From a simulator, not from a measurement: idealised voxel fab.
process module | voxel capacitor over wiring
cross-section cut | 270 nm wide | cells 5 nm
A cross-section is a grid of square cells, given in bands from the top down. A band is one or more rows of cells.
Each band's line starts with the height of the band's top and of its bottom, in nm. Then come its materials from left to right, each with its width in nm. One material with "throughout" fills the band from edge to edge. "air" is empty space.
Height 0 is the level under which the wafer as received is all one material. The lowest band goes on downwards, as in "0 down".
A width such as "30 to 40" changes by the same amount from each row of cells to the next, from the band's top row to its bottom row.
"no change" after a step means that no cell of the cross-section changed.
closed voids: empty space of 8 cells or more with no open way to the top, each as width x height at its distance from the left edge, in nm
after a step's settings: what the simulator itself notes on the step
overlay nm, on a step with a mask: how far to the right of its planned place the mask lay; to the left if negative
plan
1 op RECEIVE | material Si
2 op CONFORMAL_DEP | material SiO2 | thk nm 10
3 op CONFORMAL_DEP | material SiN | thk nm 5
4 op DIRECTIONAL_DEP | material SiO2 | thk nm 20
5 op DIRECTIONAL_DEP | material aC | thk nm 10
6 op PATTERN | tone open | mask id METAL_1 | material resist | width nm 25 | pitch nm 90 | thk nm 25 | overlay nm 0
7 op DIRECTIONAL_ETCH | etch materials aC | depth nm 10
8 op STRIP | etch materials resist
9 op DIRECTIONAL_ETCH | etch materials SiO2 | depth nm 20
10 op DIRECTIONAL_ETCH | etch materials SiN | depth nm 5
11 op STRIP | etch materials aC
12 op CONFORMAL_DEP | material TiN | thk nm 5
13 op FILL_DEP | material W | thk nm 10
14 op CMP | height nm 35
15 op CONFORMAL_DEP | material SiCN | thk nm 5
16 op DIRECTIONAL_DEP | material lowk | thk nm 15
17 op PATTERN | tone open | mask id PLUG_1 | material resist | width nm 15 | thk nm 15 | overlay nm 0
18 op DIRECTIONAL_ETCH | etch materials lowk | depth nm 5
19 op DIRECTIONAL_ETCH | etch materials SiCN | depth nm 5
20 op STRIP | etch materials resist
21 op EPI | material Ru | thk nm 10
22 op EPI | material Ru | thk nm 10
23 op DIRECTIONAL_DEP | material TiN | thk nm 10
24 op DIRECTIONAL_DEP | material HfO2 | thk nm 5
25 op DIRECTIONAL_DEP | material TiN | thk nm 5
26 op PATTERN | tone cover | mask id UPPER_PLATE | material resist | width nm 70 | thk nm 15 | overlay nm 0
27 op DIRECTIONAL_ETCH | etch materials TiN | depth nm 5
28 op DIRECTIONAL_ETCH | etch materials HfO2 | depth nm 5
29 op STRIP | etch materials resist
30 op MASKED_ETCH | tone cover | mask id LOWER_PLATE | width nm 80 | etch materials TiN | depth nm 10 | overlay nm 0
31 op FILL_DEP | material SiO2 | thk nm 20
32 op CMP | height nm 90
33 op MASKED_ETCH | tone open | mask id PLUG_2 | width nm 15 | etch materials SiO2 | depth nm 15 | overlay nm 0
34 op CONFORMAL_DEP | material TiN | thk nm 5
35 op FILL_DEP | material W | thk nm 5
36 op CMP | height nm 90
37 op CONFORMAL_DEP | material SiN | thk nm 5
varied across the wafers: depth nm of step 18. The plan shows the first wafer's value. All wafers start alike
first wafer as received, after step 1
  0 down: Si throughout
  closed voids: none
each wafer at the end: cells of each material gained (+) or lost (-) since it was received, then its closed voids
depth nm 5 | +14 HfO2 | +54 SiCN | +98 SiN | +596 SiO2 | +79 TiN | +26 W | +159 lowk | closed voids: none
depth nm 10 | +14 HfO2 | +54 SiCN | +98 SiN | +599 SiO2 | +79 TiN | +26 W | +156 lowk | closed voids: none
depth nm 15 | +14 HfO2 | +12 Ru | +51 SiCN | +98 SiN | +593 SiO2 | +79 TiN | +26 W | +153 lowk | closed voids: none
depth nm 20 | +14 HfO2 | +12 Ru | +51 SiCN | +98 SiN | +593 SiO2 | +79 TiN | +26 W | +153 lowk | closed voids: none
depth nm 25 | +14 HfO2 | +12 Ru | +51 SiCN | +98 SiN | +593 SiO2 | +79 TiN | +26 W | +153 lowk | closed voids: none
depth nm 30 | +14 HfO2 | +12 Ru | +51 SiCN | +98 SiN | +593 SiO2 | +79 TiN | +26 W | +153 lowk | closed voids: none
